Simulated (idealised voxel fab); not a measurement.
Module name: voxel self aligned contacts (process module)
Section cut is 260 nm wide and gridded with 5 nm square cells.
Think of the cross-section as a grid of square cells. We describe it in bands, top to bottom, and each band covers one or more rows of those cells. Read a band's entry like this: the first values are the height of its top and the height of its bottom in nm, and what follows is the sequence of materials from left to right, each with its width in nm. Note that "air" is empty space, and that a single material marked "all across" reaches across the band from edge to edge. Measure heights from 0. That's the level where, below it, the as-received wafer is all one material. The lowest band is bottomless and extends downward; write it as in "from 0 down". When a width is written as two numbers, as in "30..40", the first number is the width in the top row of cells of the band and the second is the width in its bottom row, and the width changes by the same amount from each row to the next. "changes: none" after a step means that no cell of the cross-section changed. Listed in "Closed void table": every empty space of 8 or more cells without an open way to the top. Form: width x height at distance, the distance being from the left edge, all in nm. Heads up: the bit after the settings on a step's line is the simulator's remark on that step. Regarding "overlay nm": on a step with a mask, it is the distance the mask lay to the right of its planned place; a negative value places it to the left.

Steps planned for the process:
- 1: op RECEIVE | material Si
- 2: op OXIDIZE | depth nm 5
- 3: op DIRECTIONAL_DEP | material polySi | thk nm 30
- 4: op DIRECTIONAL_DEP | material SiN | thk nm 15
- 5: op MASKED_ETCH | tone cover | mask id GATE | width nm 25 | pitch nm 60 | etch materials SiN | depth nm 15 | overlay nm 0
- 6: op MASKED_ETCH | tone cover | mask id GATE | width nm 25 | pitch nm 60 | etch materials polySi | depth nm 30 | overlay nm 0
- 7: op CONFORMAL_DEP | material SiN | thk nm 5
- 8: op DIRECTIONAL_ETCH | etch materials SiN | depth nm 5
- 9: op FILL_DEP | material SiO2 | thk nm 20
- 10: op CMP | height nm 55
- 11: op MASKED_ETCH | tone open | mask id CONTACT | width nm 45 | etch materials SiO2 | depth nm 60 | overlay nm 0
- 12: op CONFORMAL_DEP | material TiN | thk nm 5
- 13: op FILL_DEP | material W | thk nm 10
- 14: op CMP | height nm 55
- 15: op CONFORMAL_DEP | material SiN | thk nm 5

As-received state of the wafer in cross-section, equivalent to post-step 1:
* from 0 down  Si all across
* Closed void table: none

First of two wafers: cross-section at end of module, run per plan:
* from 60 to 55  SiN all across
* from 55 to 45  105 nm SiO2, then 5..15 nm TiN, then 35..15 nm W, then 5..15 nm TiN, then 110 nm SiO2
* from 45 to 30  80 nm SiO2, then 35 nm SiN, then 5 nm TiN, then 15 nm W, then 5 nm TiN, then 35 nm SiN, then 85 nm SiO2
* from 30 to 0  80 nm SiO2, then 5 nm SiN, then 25 nm polySi, then 5 nm SiN, then 5 nm TiN, then 15 nm W, then 5 nm TiN, then 5 nm SiN, then 25 nm polySi, then 5 nm SiN, then 85 nm SiO2
* from 0 to -5  115 nm SiO2, then 25 nm TiN, then 120 nm SiO2
* from -5 down  Si all across
* Closed void table: none

Now the second wafer, cross-sectioned at the end of the module. Nothing different at the start, nothing different in the plan compared with the first, just one mistake when it was actually run:
* from 60 to 55  SiN all across
* from 55 to 50  105 nm SiO2, then 15 nm TiN, then 15 nm W, then 15 nm TiN, then 110 nm SiO2
* from 50 to 35  80 nm SiO2, then 35 nm SiN, then 5 nm TiN, then 15 nm W, then 5 nm TiN, then 35 nm SiN, then 85 nm SiO2
* from 35 to 10  80 nm SiO2, then 5 nm SiN, then 25 nm polySi, then 5 nm SiN, then 5 nm TiN, then 15 nm W, then 5 nm TiN, then 5 nm SiN, then 25 nm polySi, then 5 nm SiN, then 85 nm SiO2
* from 10 to 5  80 nm SiO2, then 5 nm SiN, then 25 nm polySi, then 5 nm SiN, then 25 nm TiN, then 5 nm SiN, then 25 nm polySi, then 5 nm SiN, then 85 nm SiO2
* from 5 to 0  polySi all across
* from 0 to -5  SiO2 all across
* from -5 down  Si all across
* Closed void table: none
The plan and the run diverged here: step 3 was run on a setting that differed from the plan, and what really ran there is op DIRECTIONAL_DEP | material polySi | thk nm 35
Heads up, by the end the second wafer has more or fewer cells of some materials compared to the first: 38 fewer of SiO2; 4 fewer of TiN; 10 fewer of W; 52 more of polySi
